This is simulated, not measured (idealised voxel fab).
Herein follows the process module entitled voxel transistor to metal.
Shown is cross-section cut, with a width of 265 nm and square cells of size 5 nm.
We lay out every cross-section as a grid of square cells and spell it out in bands from the top down, where one band means one or more rows of cells.
Quick guide to a band line: top height, bottom height (nm) up front; then every material left to right with its width in nm. Only one material and it's marked "edge to edge"? Then it fills the band edge to edge. And "empty" just means empty space.
Heights from 0 (as-received wafer is one material below). Bottom band endless downward, as "z 0 and below".
The two numbers in a width such as "30 to 40" mark its ends across the band: the first belongs to the top row of cells, the second to the bottom row, and from each row to the next the width moves by the same amount.
When a step is marked "no alteration", none of the cells in the cross-section changed during that step.
Under "Enclosed cavity list" you'll find the enclosed gaps, the ones with no way out to the top, that are 8 cells or bigger; each reads width x height at distance, with distance counted from the left edge, everything in nm.
On each step's line, the part that comes after the settings is the simulator's own comment on the step.
For masked steps, "overlay nm" on the step line gives how far right of plan the mask actually lay; a minus sign means it lay to the left.
[These are the steps we planned for the process]
1,RECEIVE: material Si
2,OXIDIZE: depth nm 5
3,CONFORMAL_DEP: material SiN, thk nm 10
4,DIRECTIONAL_DEP: material aC, thk nm 15
5,PATTERN: tone cover, mask id ACTIVE, material resist, width nm 95, pitch nm 120, thk nm 30, overlay nm 0
6,DIRECTIONAL_ETCH: etch materials aC, depth nm 15
7,STRIP: etch materials resist
8,DIRECTIONAL_ETCH: etch materials SiN, depth nm 10
9,DIRECTIONAL_ETCH: etch materials SiO2, depth nm 5
10,DIRECTIONAL_ETCH: etch materials Si, depth nm 25
11,STRIP: etch materials aC
12,FILL_DEP: material SiO2, thk nm 10
13,CMP: height nm 10
14,SELECTIVE_ETCH: etch materials SiO2, depth nm 10
15,STRIP: etch materials SiN
16,SELECTIVE_ETCH: etch materials SiO2, depth nm 5
17,OXIDIZE: depth nm 5
18,DIRECTIONAL_DEP: material polySi, thk nm 30
19,DIRECTIONAL_DEP: material SiCN, thk nm 15
20,PATTERN: tone cover, mask id GATE, material resist, width nm 25, pitch nm 120, thk nm 20, overlay nm 0
21,DIRECTIONAL_ETCH: etch materials SiCN, depth nm 25
22,DIRECTIONAL_ETCH: etch materials polySi, depth nm 40
23,STRIP: etch materials resist
24,CONFORMAL_DEP: material SiN, thk nm 10
25,DIRECTIONAL_ETCH: etch materials SiN, depth nm 10
26,DIRECTIONAL_ETCH: etch materials SiO2, depth nm 5
27,DIRECTIONAL_ETCH: etch materials Si, depth nm 10
28,EPI: material pSi, thk nm 15
29,FILL_DEP: material SiO2, thk nm 10
30,CMP: height nm 40
31,DIRECTIONAL_DEP: material SiO2, thk nm 15
32,PATTERN: tone open, mask id CONTACT, material resist, width nm 15, pitch nm 60, thk nm 15, overlay nm 0
33,DIRECTIONAL_ETCH: etch materials SiO2, depth nm 60
34,STRIP: etch materials resist
35,CONFORMAL_DEP: material TiN, thk nm 5
36,FILL_DEP: material W, thk nm 5
37,CMP: height nm 55
38,CONFORMAL_DEP: material SiN, thk nm 5
39,DIRECTIONAL_DEP: material lowk, thk nm 20
40,PATTERN: tone open, mask id METAL_1, material resist, width nm 15, thk nm 20, overlay nm 0
41,DIRECTIONAL_ETCH: etch materials lowk, depth nm 20
42,DIRECTIONAL_ETCH: etch materials SiN, depth nm 5
43,STRIP: etch materials resist
44,CONFORMAL_DEP: material TiN, thk nm 5
45,FILL_DEP: material W, thk nm 10
46,CMP: height nm 80
47,CONFORMAL_DEP: material SiCN, thk nm 5
48,DIRECTIONAL_DEP: material SiO2, thk nm 30
49,MASKED_ETCH: tone open, mask id METAL_2, width nm 15, pitch nm 120, etch materials SiO2, depth nm 20, overlay nm 0
50,DIRECTIONAL_DEP: material aC, thk nm 10
51,PATTERN: tone open, mask id METAL_2_HOLES, material resist, width nm 15, pitch nm 120, thk nm 30, overlay nm 0
52,DIRECTIONAL_ETCH: etch materials aC, depth nm 10
53,STRIP: etch materials resist
54,DIRECTIONAL_ETCH: etch materials SiO2, depth nm 10
55,DIRECTIONAL_ETCH: etch materials SiCN, depth nm 5
56,STRIP: etch materials aC
57,CONFORMAL_DEP: material TiN, thk nm 5
58,FILL_DEP: material Cu, thk nm 10
59,CMP: height nm 115
60,CONFORMAL_DEP: material SiN, thk nm 5
The plan's step 32 width nm is the first wafer's value; the wafers differ in this setting and start identical.
[Cross-section of the first incoming wafer of several, state after step 1]
z 0 and below  Si edge to edge
Enclosed cavity list: none
[Quick look at the cross-section of the first of several wafers after step 60, which wraps up the module]
z 120 to 115  SiN edge to edge
z 115 to 85  SiO2 30 nm  TiN 5 nm  Cu 5 nm  TiN 5 nm  SiO2 105 nm  TiN 5 nm  Cu 5 nm  TiN 5 nm  SiO2 100 nm
z 85 to 80  SiCN 30 nm  TiN 15 nm  SiCN 105 nm  TiN 15 nm  SiCN 100 nm
z 80 to 60  lowk 30 nm  TiN 5 nm  W 5 nm  TiN 5 nm  lowk 55 nm  TiN 5 nm  W 5 nm  TiN 5 nm  lowk 35 nm  TiN 5 nm  W 5 nm  TiN 5 nm  lowk 55 nm  TiN 5 nm  W 5 nm  TiN 5 nm  lowk 30 nm
z 60 to 55  SiN 30 nm  TiN 15 nm  SiN 55 nm  TiN 15 nm  SiN 35 nm  TiN 15 nm  SiN 55 nm  TiN 15 nm  SiN 30 nm
z 55 to 40  SiO2 35 nm  TiN 5 nm  W 5 nm  TiN 5 nm  SiO2 45 nm  TiN 5 nm  W 5 nm  TiN 5 nm  SiO2 45 nm  TiN 5 nm  W 5 nm  TiN 5 nm  SiO2 45 nm  TiN 5 nm  W 5 nm  TiN 5 nm  SiO2 35 nm
z 40 to 25  SiO2 35 nm  TiN 5 nm  W 5 nm  TiN 5 nm  SiN 10 nm  SiCN 25 nm  SiN 10 nm  TiN 5 nm  W 5 nm  TiN 5 nm  SiO2 45 nm  TiN 5 nm  W 5 nm  TiN 5 nm  SiN 10 nm  SiCN 25 nm  SiN 10 nm  TiN 5 nm  W 5 nm  TiN 5 nm  SiO2 35 nm
z 25 to 10  SiO2 35 nm  TiN 5 nm  W 5 nm  TiN 5 nm  SiN 10 nm  polySi 25 nm  SiN 10 nm  TiN 5 nm  W 5 nm  TiN 5 nm  SiO2 45 nm  TiN 5 nm  W 5 nm  TiN 5 nm  SiN 10 nm  polySi 25 nm  SiN 10 nm  TiN 5 nm  W 5 nm  TiN 5 nm  SiO2 35 nm
z 10 to 5  SiO2 35 nm  TiN 15 nm  SiN 10 nm  polySi 25 nm  SiN 10 nm  TiN 15 nm  SiO2 45 nm  TiN 15 nm  SiN 10 nm  polySi 25 nm  SiN 10 nm  TiN 15 nm  SiO2 35 nm
z 5 to -5  SiO2 35 nm  pSi 15 nm  SiN 10 nm  polySi 25 nm  SiN 10 nm  pSi 15 nm  SiO2 45 nm  pSi 15 nm  SiN 10 nm  polySi 25 nm  SiN 10 nm  pSi 15 nm  SiO2 35 nm
z -5 to -10  SiO2 20 nm  pSi 30 nm  SiO2 45 nm  pSi 30 nm  SiO2 15 nm  pSi 30 nm  SiO2 45 nm  pSi 30 nm  SiO2 20 nm
z -10 to -20  SiO2 25 nm  pSi 25 nm  Si 45 nm  pSi 25 nm  SiO2 25 nm  pSi 25 nm  Si 45 nm  pSi 25 nm  SiO2 25 nm
z -20 to -30  SiO2 25 nm  Si 95 nm  SiO2 25 nm  Si 95 nm  SiO2 25 nm
z -30 and below  Si edge to edge
Enclosed cavity list: none
[Cross-sectional view of the final wafer of several at the module's end]
z 120 to 115  SiN edge to edge
z 115 to 85  SiO2 30 nm  TiN 5 nm  Cu 5 nm  TiN 5 nm  SiO2 105 nm  TiN 5 nm  Cu 5 nm  TiN 5 nm  SiO2 100 nm
z 85 to 80  SiCN 30 nm  TiN 15 nm  SiCN 105 nm  TiN 15 nm  SiCN 100 nm
z 80 to 60  lowk 30 nm  TiN 5 nm  W 5 nm  TiN 5 nm  lowk 55 nm  TiN 5 nm  W 5 nm  TiN 5 nm  lowk 35 nm  TiN 5 nm  W 5 nm  TiN 5 nm  lowk 55 nm  TiN 5 nm  W 5 nm  TiN 5 nm  lowk 30 nm
z 60 to 55  SiN 30 nm  TiN 15 nm  SiN 55 nm  TiN 15 nm  SiN 35 nm  TiN 15 nm  SiN 55 nm  TiN 15 nm  SiN 30 nm
z 55 to 45  SiO2 25 nm  TiN 5 nm  W 30 nm  TiN 5 nm  SiO2 20 nm  TiN 5 nm  W 30 nm  TiN 5 nm  SiO2 20 nm  TiN 5 nm  W 30 nm  TiN 5 nm  SiO2 20 nm  TiN 5 nm  W 30 nm  TiN 5 nm  SiO2 20 nm
z 45 to 40  SiO2 25 nm  TiN 5 nm  W 15 nm  TiN 20 nm  SiO2 20 nm  TiN 15 nm  W 20 nm  TiN 5 nm  SiO2 20 nm  TiN 5 nm  W 15 nm  TiN 20 nm  SiO2 20 nm  TiN 15 nm  W 20 nm  TiN 5 nm  SiO2 20 nm
z 40 to 25  SiO2 25 nm  TiN 5 nm  W 15 nm  TiN 5 nm  SiN 10 nm  SiCN 25 nm  SiN 10 nm  TiN 5 nm  W 20 nm  TiN 5 nm  SiO2 20 nm  TiN 5 nm  W 15 nm  TiN 5 nm  SiN 10 nm  SiCN 25 nm  SiN 10 nm  TiN 5 nm  W 20 nm  TiN 5 nm  SiO2 20 nm
z 25 to 10  SiO2 25 nm  TiN 5 nm  W 15 nm  TiN 5 nm  SiN 10 nm  polySi 25 nm  SiN 10 nm  TiN 5 nm  W 20 nm  TiN 5 nm  SiO2 20 nm  TiN 5 nm  W 15 nm  TiN 5 nm  SiN 10 nm  polySi 25 nm  SiN 10 nm  TiN 5 nm  W 20 nm  TiN 5 nm  SiO2 20 nm
z 10 to 5  SiO2 25 nm  TiN 25 nm  SiN 10 nm  polySi 25 nm  SiN 10 nm  TiN 20 nm  W 5 nm  TiN 5 nm  SiO2 20 nm  TiN 25 nm  SiN 10 nm  polySi 25 nm  SiN 10 nm  TiN 20 nm  W 5 nm  TiN 5 nm  SiO2 20 nm
z 5 to 0  SiO2 25 nm  TiN 10 nm  pSi 15 nm  SiN 10 nm  polySi 25 nm  SiN 10 nm  pSi 15 nm  TiN 5 nm  W 5 nm  TiN 5 nm  SiO2 20 nm  TiN 10 nm  pSi 15 nm  SiN 10 nm  polySi 25 nm  SiN 10 nm  pSi 15 nm  TiN 5 nm  W 5 nm  TiN 5 nm  SiO2 20 nm
z 0 to -5  SiO2 25 nm  TiN 10 nm  pSi 15 nm  SiN 10 nm  polySi 25 nm  SiN 10 nm  pSi 15 nm  TiN 15 nm  SiO2 20 nm  TiN 10 nm  pSi 15 nm  SiN 10 nm  polySi 25 nm  SiN 10 nm  pSi 15 nm  TiN 15 nm  SiO2 20 nm
z -5 to -10  SiO2 20 nm  pSi 30 nm  SiO2 45 nm  pSi 30 nm  SiO2 15 nm  pSi 30 nm  SiO2 45 nm  pSi 30 nm  SiO2 20 nm
z -10 to -20  SiO2 25 nm  pSi 25 nm  Si 45 nm  pSi 25 nm  SiO2 25 nm  pSi 25 nm  Si 45 nm  pSi 25 nm  SiO2 25 nm
z -20 to -30  SiO2 25 nm  Si 95 nm  SiO2 25 nm  Si 95 nm  SiO2 25 nm
z -30 and below  Si edge to edge
Enclosed cavity list: none
[Take any row and you have a wafer at the end of the module: how many cells of each material it has gained (+) or lost (-) since it was received, and then its closed voids]
width nm 15 | +12 Cu | -206 Si | +77 SiCN | +166 SiN | +701 SiO2 | +158 TiN | +52 W | +164 lowk | +88 pSi | +60 polySi | Enclosed cavity list: none
width nm 20 | +12 Cu | -206 Si | +77 SiCN | +166 SiN | +671 SiO2 | +166 TiN | +74 W | +164 lowk | +88 pSi | +60 polySi | Enclosed cavity list: none
width nm 25 | +12 Cu | -206 Si | +77 SiCN | +166 SiN | +641 SiO2 | +174 TiN | +96 W | +164 lowk | +88 pSi | +60 polySi | Enclosed cavity list: none
width nm 30 | +12 Cu | -206 Si | +77 SiCN | +166 SiN | +611 SiO2 | +182 TiN | +118 W | +164 lowk | +88 pSi | +60 polySi | Enclosed cavity list: none
width nm 35 | +12 Cu | -206 Si | +77 SiCN | +166 SiN | +581 SiO2 | +190 TiN | +140 W | +164 lowk | +88 pSi | +60 polySi | Enclosed cavity list: none
width nm 40 | +12 Cu | -206 Si | +77 SiCN | +166 SiN | +551 SiO2 | +194 TiN | +166 W | +164 lowk | +88 pSi | +60 polySi | Enclosed cavity list: none
